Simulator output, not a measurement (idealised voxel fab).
voxel trench capacitor: a process module
205 nm wide, 5 nm square cells: that's cross-section cut.
Just so we're on the same page, the cross-sections are grids of square cells, and they're listed out in bands top to bottom, each band one or more rows deep.
Basically the band line says how high the top is and how high the bottom is, in nm, and then what's in it from left to right, every material with its width in nm. Empty space shows up as "air", and if a single material carries "everywhere" it runs the full band edge to edge.
It should be noted that heights are counted from 0, beneath which the wafer as supplied is of one material throughout, and that the lowest band possesses no lower boundary but continues downward, as written in "from 0 down".
It should be noted that a width expressed as "30..40" varies in equal increments from row to row of cells within the band, taking the value of the first number at the top row and that of the second number at the bottom row.
"nothing changed" means the step left every cell of the cross-section as it was.
Enclosed voids (no open way to top), threshold 8 cells or more, entry "Closed void roster", notation width x height at distance, distance from left edge, nm.
That trailing text on a step's line, after the settings, is the simulator's own remark on the step.
The optional step-line setting "overlay nm" applies to steps with a mask and quantifies how far to the right of its planned location the mask lay, a negative value indicating leftward placement.
PROCESS STEPS - PLAN
1 RECEIVE, material Si
2 CONFORMAL_DEP, material SiN, thk nm 10
3 DIRECTIONAL_DEP, material aC, thk nm 15
4 PATTERN, tone open, mask id TRENCH, material resist, width nm 25, pitch nm 50, thk nm 35, overlay nm 0
5 DIRECTIONAL_ETCH, etch materials aC, depth nm 15
6 STRIP, etch materials resist
7 DIRECTIONAL_ETCH, etch materials SiN, depth nm 10
8 DIRECTIONAL_ETCH, etch materials Si, depth nm 25
9 STRIP, etch materials aC
10 CONFORMAL_DEP, material SiO2, thk nm 5
11 FILL_DEP, material polySi, thk nm 10
12 CMP, height nm 10
AS RECEIVED, AFTER STEP 1
> from 0 down | Si everywhere
> Closed void roster: none
FIRST WAFER OF TWO, SECTIONED AT END OF MODULE; RUN WENT PER PLAN
> from 10 to 0 | SiN 40; SiO2 5; polySi 15; SiO2 5; SiN 25; SiO2 5; polySi 15; SiO2 5; SiN 25; SiO2 5; polySi 15; SiO2 5; SiN 40
> from 0 to -20 | Si 40; SiO2 5; polySi 15; SiO2 5; Si 25; SiO2 5; polySi 15; SiO2 5; Si 25; SiO2 5; polySi 15; SiO2 5; Si 40
> from -20 to -25 | Si 40; SiO2 25; Si 25; SiO2 25; Si 25; SiO2 25; Si 40
> from -25 down | Si everywhere
> Closed void roster: none
CROSS-SECTION, SECOND WAFER: SAME START AS THE FIRST, SAME PLAN AS THE FIRST, ONE MISTAKE IN RUNNING IT; TAKEN AT THE END OF THE MODULE
> from 10 to 0 | SiN 40; SiO2 5; polySi 20; SiO2 5; SiN 20; SiO2 5; polySi 20; SiO2 5; SiN 20; SiO2 5; polySi 20; SiO2 5; SiN 35
> from 0 to -20 | Si 40; SiO2 5; polySi 20; SiO2 5; Si 20; SiO2 5; polySi 20; SiO2 5; Si 20; SiO2 5; polySi 20; SiO2 5; Si 35
> from -20 to -25 | Si 40; SiO2 30; Si 20; SiO2 30; Si 20; SiO2 30; Si 35
> from -25 down | Si everywhere
> Closed void roster: none
What broke from the plan during processing? step 4 was processed under conditions differing from the plan, specifically as PATTERN, tone open, mask id TRENCH, material resist, width nm 30, pitch nm 50, thk nm 35, overlay nm 0
Final comparison by cell count, materials where the second wafer has more or fewer than the first: -15 Si | -6 SiN | +3 SiO2 | +18 polySi
